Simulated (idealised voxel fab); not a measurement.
The process module presented herein is designated voxel wiring stack.
Xsec cut, 290 nm wide, square cell size 5 nm.
How to read a cross-section here: the picture is a grid of square cells, written as bands going from the top down, and any band can span one or more rows of cells.
Read a band's entry like this: the first values are the height of its top and the height of its bottom in nm, and what follows is the sequence of materials from left to right, each with its width in nm. Note that "blank" is empty space, and that a single material marked "throughout" reaches across the band from edge to edge.
Below 0: as-received wafer, all one material; heights counted from there. Lowest band: no bottom, goes on down, written "0 nm and below".
Per-row width for "30..40": begins at first number (top row of band), ends at second number (bottom row), increment between rows held constant.
It should be understood that the words "nothing got changed", when stated for a given step, signify that the cross-section underwent no change in any of its cells during that step.
Entry "Tabulated closed voids". Content: empty spaces with no open connection to the top, size 8 cells or greater. Each: width x height at distance. Distance: from left edge. Unit: nm.
What comes after the settings on a step's line is commentary from the simulator itself on that step.
overlay nm: where the mask lay relative to plan, measured to the right, on steps with a mask; negatives go left.

Planned process steps:
1,RECEIVE [material Si]
2,CONFORMAL_DEP [material SiO2] [thk nm 15]
3,DIRECTIONAL_DEP [material TiN] [thk nm 5]
4,DIRECTIONAL_DEP [material Ru] [thk nm 25]
5,PATTERN [tone cover] [mask id METAL_1] [material resist] [width nm 30] [pitch nm 50] [thk nm 20] [overlay nm 0]
6,DIRECTIONAL_ETCH [etch materials Ru] [depth nm 25]
7,DIRECTIONAL_ETCH [etch materials TiN] [depth nm 5]
8,STRIP [etch materials resist]
9,FILL_DEP [material lowk] [thk nm 10]
10,CMP [height nm 45]
11,CONFORMAL_DEP [material SiCN] [thk nm 5]
12,DIRECTIONAL_DEP [material lowk] [thk nm 20]
13,MASKED_ETCH [tone open] [mask id PLUG_1] [width nm 15] [pitch nm 50] [etch materials lowk] [depth nm 20] [overlay nm 0]
14,MASKED_ETCH [tone open] [mask id PLUG_1] [width nm 15] [pitch nm 50] [etch materials SiCN] [depth nm 5] [overlay nm 0]
15,CONFORMAL_DEP [material TiN] [thk nm 5]
16,FILL_DEP [material Cu] [thk nm 5]
17,CMP [height nm 70]
18,DIRECTIONAL_DEP [material TiN] [thk nm 5]
19,DIRECTIONAL_DEP [material Ru] [thk nm 15]
20,DIRECTIONAL_DEP [material aC] [thk nm 15]
21,PATTERN [tone cover] [mask id METAL_2] [material resist] [width nm 30] [pitch nm 50] [thk nm 30] [overlay nm 0]
22,DIRECTIONAL_ETCH [etch materials aC] [depth nm 15]
23,STRIP [etch materials resist]
24,DIRECTIONAL_ETCH [etch materials Ru] [depth nm 15]
25,DIRECTIONAL_ETCH [etch materials TiN] [depth nm 5]
26,STRIP [etch materials aC]
27,CONFORMAL_DEP [material SiCN] [thk nm 5]
28,FILL_DEP [material lowk] [thk nm 10]
29,CMP [height nm 90]
30,CONFORMAL_DEP [material SiN] [thk nm 5]

As-received wafer cross-section (after step 1):
* 0 nm and below | Si throughout
* Tabulated closed voids: none

This is how the wafer looks in cross-section once the module is done, given the starting state and plan above and one mistake in carrying the plan out:
* 95 nm to 90 nm | SiN throughout
* 90 nm to 75 nm | lowk 100 nm  SiCN 5 nm  Ru 30 nm  SiCN 5 nm  lowk 10 nm  SiCN 5 nm  Ru 30 nm  SiCN 5 nm  lowk 100 nm
* 75 nm to 70 nm | SiCN 105 nm  TiN 30 nm  SiCN 20 nm  TiN 30 nm  SiCN 105 nm
* 70 nm to 50 nm | lowk 105 nm  TiN 5 nm  Cu 5 nm  TiN 5 nm  lowk 35 nm  TiN 5 nm  Cu 5 nm  TiN 5 nm  lowk 120 nm
* 50 nm to 45 nm | SiCN 105 nm  TiN 15 nm  SiCN 35 nm  TiN 15 nm  SiCN 120 nm
* 45 nm to 35 nm | lowk 105 nm  Ru 30 nm  lowk 20 nm  Ru 30 nm  lowk 105 nm
* 35 nm to 30 nm | lowk 105 nm  TiN 30 nm  lowk 20 nm  TiN 30 nm  lowk 105 nm
* 30 nm to 0 nm | SiO2 throughout
* 0 nm and below | Si throughout
* Tabulated closed voids: none
Finding, execution versus plan: step 2 was run twice
